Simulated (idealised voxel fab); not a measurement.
The name of this process module is voxel local oxidation.
Section cut is 275 nm wide and gridded with 5 nm square cells.
Think of the cross-section as a grid of square cells. We describe it in bands, top to bottom, and each band covers one or more rows of those cells.
Quick guide to a band line: top height, bottom height (nm) up front; then every material left to right with its width in nm. Only one material and it's marked "full width"? Then it fills the band edge to edge. And "blank" just means empty space.
Heights are measured from 0, the level below which the as-received wafer is all one material; the lowest band has no bottom and continues downward, written as in "0 nm and below".
When a width is written as two numbers, as in "30->40", the first number is the width in the top row of cells of the band and the second is the width in its bottom row, and the width changes by the same amount from each row to the next.
You'll sometimes find "no modification" written for a step, and that's the way of saying that nowhere in the cross-section did a cell change during that step.
Listed in "Completely enclosed voids": every empty space of 8 or more cells without an open way to the top. Form: width x height at distance, the distance being from the left edge, all in nm.
What comes after the settings on a step's line is commentary from the simulator itself on that step.
Among the settings permitted on a step's line is "overlay nm"; applied to a step with a mask, it specifies the extent to which the mask lay to the right of its planned position, whereas a negative figure signifies a position to the left.
**The planned process steps are enumerated hereunder**
1) RECEIVE | material Si
2) OXIDIZE | depth nm 5
3) CONFORMAL_DEP | material SiN | thk nm 15
4) PATTERN | tone cover | mask id ACTIVE | material resist | width nm 120 | thk nm 15 | overlay nm 0
5) DIRECTIONAL_ETCH | etch materials SiN | depth nm 15
6) STRIP | etch materials resist
7) SELECTIVE_ETCH | etch materials SiO2 | depth nm 5
8) OXIDIZE | depth nm 15
9) STRIP | etch materials SiN
It is noted that the wafers described herein are identical at the outset and are distinguished by the width nm of step 4; the value stated in the plan corresponds to the first wafer.
**First of several wafers, received after step 1, in cross-section**
  0 nm and below  Si full width
  Completely enclosed voids: none
**What follows is a table in which each wafer occupies a row; for the wafer as it stands at the close of the module, the row states, material by material, how many cells have been gained (+) or lost (-) since receipt, and then gives its closed voids**
width nm 120 | -172 Si | +139 SiO2 | Completely enclosed voids: none
width nm 125 | -169 Si | +137 SiO2 | Completely enclosed voids: none
width nm 130 | -166 Si | +135 SiO2 | Completely enclosed voids: none
width nm 135 | -163 Si | +133 SiO2 | Completely enclosed voids: none
width nm 140 | -160 Si | +131 SiO2 | Completely enclosed voids: none
width nm 145 | -157 Si | +129 SiO2 | Completely enclosed voids: none
